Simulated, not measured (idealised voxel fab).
Module name: voxel double patterning (process module)
FYI the section here is cut, 230 nm wide, cells are 5 nm squares.
Cross-section, as written here: a square-cell grid given band by band from the top down, where a band holds one or more rows of cells.
First you get the band's top height and its bottom height, in nm, and then the materials it's made of, left to right, with each width in nm. If you see a single material with "edge to edge", that one covers the band edge to edge. "blank" is empty space.
Height datum 0, below which the as-received substrate wafer is one material. Lowest band open at the bottom, running downward: "from 0 down".
Think of "30 to 40" as a width that walks from the first number to the second as you go down the band, top row to bottom row, taking equal-sized steps from row to row.
Given "no change" for a step, no cell of the cross-section differs between before and after that step.
Closed void inventory: empty space of 8 cells or more with no open way to the top, each as width x height at its distance from the left edge, in nm
Heads up: the bit after the settings on a step's line is the simulator's remark on that step.
If you see "overlay nm" on a step's line and that step has a mask, it's telling you how far right of where it was planned the mask ended up; a negative number means it went left instead.

## Planned step list for the process
- 1: RECEIVE, material Si
- 2: CONFORMAL_DEP, material SiO2, thk nm 5
- 3: DIRECTIONAL_DEP, material TiN, thk nm 10
- 4: DIRECTIONAL_DEP, material SiCN, thk nm 5
- 5: DIRECTIONAL_DEP, material aC, thk nm 15
- 6: PATTERN, tone open, mask id FIRST, material resist, width nm 15, pitch nm 50, thk nm 30, overlay nm 0
- 7: DIRECTIONAL_ETCH, etch materials aC, depth nm 15
- 8: STRIP, etch materials resist
- 9: DIRECTIONAL_ETCH, etch materials SiCN, depth nm 5
- 10: STRIP, etch materials aC
- 11: MASKED_ETCH, tone open, mask id SECOND, width nm 15, etch materials SiCN, depth nm 5, overlay nm 0
- 12: DIRECTIONAL_ETCH, etch materials TiN, depth nm 10
- 13: STRIP, etch materials SiCN

## Delivered wafer in cross-section: state after step 1
	from 0 down  Si edge to edge
	Closed void inventory: none

## Here's the wafer cut in cross-section after the module, started and planned just like above, except one thing was done wrong in the run
	from 20 to 10  80 TiN | 15 blank | 10 TiN | 15 blank | 10 TiN | 15 blank | 85 TiN
	from 10 to 5  TiN edge to edge
	from 5 to 0  SiO2 edge to edge
	from 0 down  Si edge to edge
	Closed void inventory: none
So what did we get wrong on this run? contrary to plan, step 3 was performed as DIRECTIONAL_DEP, material TiN, thk nm 15
